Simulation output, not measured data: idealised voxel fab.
Name of the process module below: voxel trench capacitor
The width of the displayed cross-section, cut, is 175 nm; its cells are square, with a size of 5 nm.
For the purposes of this document, a cross-section shall be understood as a grid of square cells, specified as bands listed in top-to-bottom order, each band consisting of one or more rows of cells. For a band, the entry starts with two heights in nm, that of the top and then that of the bottom, and carries on with the band's materials in order from left to right, each alongside its width in nm; the word "full width" beside a single material means it fills the band edge to edge, and "empty" means empty space. Heights from 0 (as-received wafer is one material below). Bottom band endless downward, as "top 0, no bottom". The expression "30 to 40" gives the width at the extremes of the band, the first number at its top row of cells and the second at its bottom row, with the width changing by equal amounts from each row to the next in between. "all unchanged" for a step: no cell of the cross-section changed in that step. So "Sealed void listing" is basically the list of trapped voids: any empty space of 8 cells or more that can't reach the top through an opening. They're written width x height at distance, the distance being from the left edge, and it's all nm. after a step's settings: what the simulator itself notes on the step. overlay nm: step with mask; distance mask lay right of planned place; negative value = left of planned place.

THE PLANNED PROCESS STEPS ARE ENUMERATED HEREUNDER
1 RECEIVE | material Si
2 CONFORMAL_DEP | material SiN | thk nm 5
3 DIRECTIONAL_DEP | material aC | thk nm 15
4 PATTERN | tone open | mask id TRENCH | material resist | width nm 30 | pitch nm 60 | thk nm 35 | overlay nm 0
5 DIRECTIONAL_ETCH | etch materials aC | depth nm 15
6 STRIP | etch materials resist
7 DIRECTIONAL_ETCH | etch materials SiN | depth nm 5
8 DIRECTIONAL_ETCH | etch materials Si | depth nm 40
9 STRIP | etch materials aC
10 CONFORMAL_DEP | material HfO2 | thk nm 5
11 CONFORMAL_DEP | material TiN | thk nm 5
12 FILL_DEP | material W | thk nm 5
13 CMP | height nm 5

THE FOLLOWING PERTAINS TO THE FIRST OF TWO WAFERS, WHICH WAS PROCESSED AS PLANNED

THIS IS THE CROSS-SECTION OF THE WAFER AS WE RECEIVED IT, I.E. AFTER STEP 1
  top 0, no bottom  Si full width
  Sealed void listing: none

THE WAFER IN CROSS-SECTION ONCE STEP 2 IS COMPLETE
  top 5, bottom 0  SiN full width
  Below 0 it's all the same as before, nothing changed down there.

THE WAFER IN CROSS-SECTION ONCE STEP 3 IS COMPLETE
  top 20, bottom 5  aC full width
  Below 5 it's all the same as before, nothing changed down there.

THE WAFER IN CROSS-SECTION ONCE STEP 4 IS COMPLETE
  top 55, bottom 20  resist (40); empty (30); resist (30); empty (30); resist (45)
  Below 20 it's all the same as before, nothing changed down there.

THE WAFER IN CROSS-SECTION ONCE STEP 5 IS COMPLETE
  top 40, bottom 20  resist (40); empty (30); resist (30); empty (30); resist (45)
  top 20, bottom 5  aC (40); empty (30); aC (30); empty (30); aC (45)
  Below 5 it's all the same as before, nothing changed down there.

THE WAFER IN CROSS-SECTION ONCE STEP 6 IS COMPLETE
  top 20, bottom 5  aC (40); empty (30); aC (30); empty (30); aC (45)
  Below 5 it's all the same as before, nothing changed down there.

THE WAFER IN CROSS-SECTION ONCE STEP 7 IS COMPLETE
  top 20, bottom 5  aC (40); empty (30); aC (30); empty (30); aC (45)
  top 5, bottom 0  SiN (40); empty (30); SiN (30); empty (30); SiN (45)
  Below 0 it's all the same as before, nothing changed down there.

THE WAFER IN CROSS-SECTION ONCE STEP 8 IS COMPLETE
  top 20, bottom 5  aC (40); empty (30); aC (30); empty (30); aC (45)
  top 5, bottom 0  SiN (40); empty (30); SiN (30); empty (30); SiN (45)
  top 0, bottom -40  Si (40); empty (30); Si (30); empty (30); Si (45)
  Below -40 it's all the same as before, nothing changed down there.

THE WAFER IN CROSS-SECTION ONCE STEP 9 IS COMPLETE
  top 5, bottom 0  SiN (40); empty (30); SiN (30); empty (30); SiN (45)
  Below 0 it's all the same as before, nothing changed down there.

THE WAFER IN CROSS-SECTION ONCE STEP 10 IS COMPLETE
  top 10, bottom 5  HfO2 (45); empty (20); HfO2 (40); empty (20); HfO2 (50)
  top 5, bottom 0  SiN (40); HfO2 (5); empty (20); HfO2 (5); SiN (30); HfO2 (5); empty (20); HfO2 (5); SiN (45)
  top 0, bottom -35  Si (40); HfO2 (5); empty (20); HfO2 (5); Si (30); HfO2 (5); empty (20); HfO2 (5); Si (45)
  top -35, bottom -40  Si (40); HfO2 (30); Si (30); HfO2 (30); Si (45)
  Below -40 it's all the same as before, nothing changed down there.

THE WAFER IN CROSS-SECTION ONCE STEP 11 IS COMPLETE
  top 15, bottom 10  TiN (50); empty (10); TiN (50); empty (10); TiN (55)
  top 10, bottom 5  HfO2 (45); TiN (5); empty (10); TiN (5); HfO2 (40); TiN (5); empty (10); TiN (5); HfO2 (50)
  top 5, bottom 0  SiN (40); HfO2 (5); TiN (5); empty (10); TiN (5); HfO2 (5); SiN (30); HfO2 (5); TiN (5); empty (10); TiN (5); HfO2 (5); SiN (45)
  top 0, bottom -30  Si (40); HfO2 (5); TiN (5); empty (10); TiN (5); HfO2 (5); Si (30); HfO2 (5); TiN (5); empty (10); TiN (5); HfO2 (5); Si (45)
  top -30, bottom -35  Si (40); HfO2 (5); TiN (20); HfO2 (5); Si (30); HfO2 (5); TiN (20); HfO2 (5); Si (45)
  Below -35 it's all the same as before, nothing changed down there.

THE WAFER IN CROSS-SECTION ONCE STEP 12 IS COMPLETE
  top 20, bottom 15  W full width
  top 15, bottom 10  TiN (50); W (10); TiN (50); W (10); TiN (55)
  top 10, bottom 5  HfO2 (45); TiN (5); W (10); TiN (5); HfO2 (40); TiN (5); W (10); TiN (5); HfO2 (50)
  top 5, bottom 0  SiN (40); HfO2 (5); TiN (5); W (10); TiN (5); HfO2 (5); SiN (30); HfO2 (5); TiN (5); W (10); TiN (5); HfO2 (5); SiN (45)
  top 0, bottom -30  Si (40); HfO2 (5); TiN (5); W (10); TiN (5); HfO2 (5); Si (30); HfO2 (5); TiN (5); W (10); TiN (5); HfO2 (5); Si (45)
  Below -30 it's all the same as before, nothing changed down there.

THE WAFER IN CROSS-SECTION ONCE STEP 13 IS COMPLETE
  top 5, bottom 0  SiN (40); HfO2 (5); TiN (5); W (10); TiN (5); HfO2 (5); SiN (30); HfO2 (5); TiN (5); W (10); TiN (5); HfO2 (5); SiN (45)
  Below 0 it's all the same as before, nothing changed down there.

SECOND WAFER (IDENTICAL START AND PLAN, ONE PROCESSING ERROR; MATCHES FIRST WAFER THROUGH STEP 3)

THE SECOND WAFER IN CROSS-SECTION, AT THE PLANNED CLOSE OF STEP 4
  top 55, bottom 20  resist (45); empty (20); resist (40); empty (20); resist (50)
  Below 20 it's all the same as before, nothing changed down there.

THE SECOND WAFER IN CROSS-SECTION, AT THE PLANNED CLOSE OF STEP 5
  top 40, bottom 20  resist (45); empty (20); resist (40); empty (20); resist (50)
  top 20, bottom 5  aC (45); empty (20); aC (40); empty (20); aC (50)
  Below 5 it's all the same as before, nothing changed down there.

THE SECOND WAFER IN CROSS-SECTION, AT THE PLANNED CLOSE OF STEP 6
  top 20, bottom 5  aC (45); empty (20); aC (40); empty (20); aC (50)
  Below 5 it's all the same as before, nothing changed down there.

THE SECOND WAFER IN CROSS-SECTION, AT THE PLANNED CLOSE OF STEP 7
  top 20, bottom 5  aC (45); empty (20); aC (40); empty (20); aC (50)
  top 5, bottom 0  SiN (45); empty (20); SiN (40); empty (20); SiN (50)
  Below 0 it's all the same as before, nothing changed down there.

THE SECOND WAFER IN CROSS-SECTION, AT THE PLANNED CLOSE OF STEP 8
  top 20, bottom 5  aC (45); empty (20); aC (40); empty (20); aC (50)
  top 5, bottom 0  SiN (45); empty (20); SiN (40); empty (20); SiN (50)
  top 0, bottom -40  Si (45); empty (20); Si (40); empty (20); Si (50)
  Below -40 it's all the same as before, nothing changed down there.

THE SECOND WAFER IN CROSS-SECTION, AT THE PLANNED CLOSE OF STEP 9
  top 5, bottom 0  SiN (45); empty (20); SiN (40); empty (20); SiN (50)
  Below 0 it's all the same as before, nothing changed down there.

THE SECOND WAFER IN CROSS-SECTION, AT THE PLANNED CLOSE OF STEP 10
  top 10, bottom 5  HfO2 (50); empty (10); HfO2 (50); empty (10); HfO2 (55)
  top 5, bottom 0  SiN (45); HfO2 (5); empty (10); HfO2 (5); SiN (40); HfO2 (5); empty (10); HfO2 (5); SiN (50)
  top 0, bottom -35  Si (45); HfO2 (5); empty (10); HfO2 (5); Si (40); HfO2 (5); empty (10); HfO2 (5); Si (50)
  top -35, bottom -40  Si (45); HfO2 (20); Si (40); HfO2 (20); Si (50)
  Below -40 it's all the same as before, nothing changed down there.

THE SECOND WAFER IN CROSS-SECTION, AT THE PLANNED CLOSE OF STEP 11
  top 15, bottom 10  TiN full width
  top 10, bottom 5  HfO2 (50); TiN (10); HfO2 (50); TiN (10); HfO2 (55)
  top 5, bottom 0  SiN (45); HfO2 (5); TiN (10); HfO2 (5); SiN (40); HfO2 (5); TiN (10); HfO2 (5); SiN (50)
  top 0, bottom -35  Si (45); HfO2 (5); TiN (10); HfO2 (5); Si (40); HfO2 (5); TiN (10); HfO2 (5); Si (50)
  Below -35 it's all the same as before, nothing changed down there.

THE SECOND WAFER IN CROSS-SECTION, AT THE PLANNED CLOSE OF STEP 12
  top 20, bottom 15  W full width
  Below 15 it's all the same as before, nothing changed down there.

THE SECOND WAFER IN CROSS-SECTION, AT THE PLANNED CLOSE OF STEP 13
  top 5, bottom 0  SiN (45); HfO2 (5); TiN (10); HfO2 (5); SiN (40); HfO2 (5); TiN (10); HfO2 (5); SiN (50)
  Below 0 it's all the same as before, nothing changed down there.
What was done differently from what was planned? step 4 deviated from plan and actually ran as PATTERN | tone open | mask id TRENCH | material resist | width nm 20 | pitch nm 60 | thk nm 35 | overlay nm 0
End of process, cell counts, second wafer against first, materials with more or fewer: 4 fewer of HfO2 | 32 more of Si | 4 more of SiN | 4 fewer of TiN | 28 fewer of W
